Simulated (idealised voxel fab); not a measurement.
Presented below is a process module, voxel ribs on slabs.
Section cut is 215 nm wide and gridded with 5 nm square cells.
Notation: cross-section as square-cell grid; stated in bands, top first, going down; one or more cell rows per band.
Heights first: top, then bottom, in nm. Then materials, left to right, each with a width in nm. "throughout" on a single material: fills the band edge to edge. "empty": empty space.
Beneath 0, the wafer as received is one material, and that level is where height counting begins. The lowest band goes on downward without a bottom; it is written like "0 nm and below".
Per-row width for "30 to 40": begins at first number (top row of band), ends at second number (bottom row), increment between rows held constant.
A step reported as "no modifications" is a step in which no cell of the cross-section changed.
"Sealed-off cavities" specifies each empty space that is not open to the top and that occupies no fewer than 8 cells, using the form width x height at distance, the distance measured from the left edge and all three quantities in nm.
Post-settings text on a step line: simulator's own remark regarding the step.
"overlay nm", when on a step's line for a step with a mask, measures how far to the right of its planned place the mask lay; a negative measure means to the left.
The following list gives the planned process steps:
step 1: RECEIVE: material Si
step 2: DIRECTIONAL_DEP: material SiO2, thk nm 20
step 3: DIRECTIONAL_DEP: material SiN, thk nm 25
step 4: MASKED_ETCH: tone cover, mask id RIB, width nm 30, etch materials SiN, depth nm 10, overlay nm 0
step 5: MASKED_ETCH: tone cover, mask id SLAB, width nm 70, etch materials SiN, depth nm 15, overlay nm 0
step 6: FILL_DEP: material SiO2, thk nm 20
step 7: CMP: height nm 55
step 8: DIRECTIONAL_DEP: material W, thk nm 5
step 9: MASKED_ETCH: tone cover, mask id HEATER, width nm 40, etch materials W, depth nm 5, overlay nm 0
step 10: CONFORMAL_DEP: material SiO2, thk nm 5
Cross-section of the incoming wafer, state after step 1:
> 0 nm and below | Si throughout
> Sealed-off cavities: none
Module complete - cross-section of the first of two wafers, run according to plan:
> 65 nm to 60 nm | empty (80), SiO2 (50), empty (85)
> 60 nm to 55 nm | SiO2 (85), W (40), SiO2 (90)
> 55 nm to 45 nm | SiO2 throughout
> 45 nm to 35 nm | SiO2 (90), SiN (30), SiO2 (95)
> 35 nm to 20 nm | SiO2 (70), SiN (70), SiO2 (75)
> 20 nm to 0 nm | SiO2 throughout
> 0 nm and below | Si throughout
> Sealed-off cavities: none
Cross-section, second wafer: same start as the first, same plan as the first, one mistake in running it; taken at the end of the module:
> 60 nm to 55 nm | empty (85), W (40), empty (90)
> 55 nm to 45 nm | SiO2 throughout
> 45 nm to 35 nm | SiO2 (90), SiN (30), SiO2 (95)
> 35 nm to 20 nm | SiO2 (70), SiN (70), SiO2 (75)
> 20 nm to 0 nm | SiO2 throughout
> 0 nm and below | Si throughout
> Sealed-off cavities: none
What was the processing mistake? plan step 10: skipped, not run
Wrapping up, a cell-based count of both wafers puts the second over or under the first for these materials: 45 fewer of SiO2
